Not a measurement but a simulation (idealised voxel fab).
The name of this process module is voxel local oxidation.
FYI the section here is cut, 175 nm wide, cells are 5 nm squares.
Bands, listed from the top down, are how a cross-section gets written in this document; the cross-section itself is a grid of square cells, and a band is one or more rows of them. What a band's entry tells you: where the top is and where the bottom is, as heights in nm, and after that what lies inside, material by material from left to right, each with its width in nm. Empty space is written as the word "air", and a single material marked with the word "full width" occupies the band from edge to edge. The level at which height equals 0 is the one under which the wafer, as it arrives, is entirely one material. No lower edge exists for the bottom band, which continues downward and is notated as in "z 0 and below". Read "30->40" as a graded width: first number on top, second number at the bottom, same change between each pair of neighbouring rows. Basically "nothing changed" means that step didn't change any cell in the cross-section. "Trapped cavities" enumerates empty spaces isolated from the top, with no open way to it, that contain at least 8 cells, giving each as width x height at distance from the left edge, all three in nm. Text after the settings on a step's line: the simulator's own remark on that step. Each step line may optionally specify "overlay nm", which for a step with a mask gives the rightward distance between the mask's planned place and where it lay, a negative value indicating the leftward direction.
These are the steps we planned for the process:
1,RECEIVE,material Si
2,CONFORMAL_DEP,material SiO2,thk nm 5
3,CONFORMAL_DEP,material SiN,thk nm 15
4,MASKED_ETCH,tone cover,mask id ACTIVE,width nm 90,etch materials SiN,depth nm 15,overlay nm 0
5,SELECTIVE_ETCH,etch materials SiO2,depth nm 5
6,OXIDIZE,depth nm 5
7,STRIP,etch materials SiN
Across this set of wafers, the varied parameter is the depth nm of step 6. Starting conditions are identical for every wafer, and the plan reports the value assigned to the first wafer.
This is how the first of several wafers looked in cross-section when it arrived, which is after step 1:
    z 0 and below: Si full width
    Trapped cavities: none
The first of several wafers, seen in cross-section after the module's last step, step 7:
    z 5 to 0: air 45 nm; SiO2 80 nm; air 50 nm
    z 0 to -5: SiO2 50 nm; Si 70 nm; SiO2 55 nm
    z -5 and below: Si full width
    Trapped cavities: none
Last-wafer cross-section at the end of the module:
    z 5 to 0: air 45 nm; SiO2 80 nm; air 50 nm
    z 0 to -30: SiO2 75 nm; Si 20 nm; SiO2 80 nm
    z -30 and below: Si full width
    Trapped cavities: none
End of module, by wafer: material-by-material cell gain (+) or loss (-) since receipt, then closed voids:
depth nm 5 | -21 Si | +37 SiO2 | Trapped cavities: none
depth nm 10 | -46 Si | +62 SiO2 | Trapped cavities: none
depth nm 15 | -75 Si | +91 SiO2 | Trapped cavities: none
depth nm 20 | -108 Si | +124 SiO2 | Trapped cavities: none
depth nm 25 | -145 Si | +161 SiO2 | Trapped cavities: none
depth nm 30 | -186 Si | +202 SiO2 | Trapped cavities: none
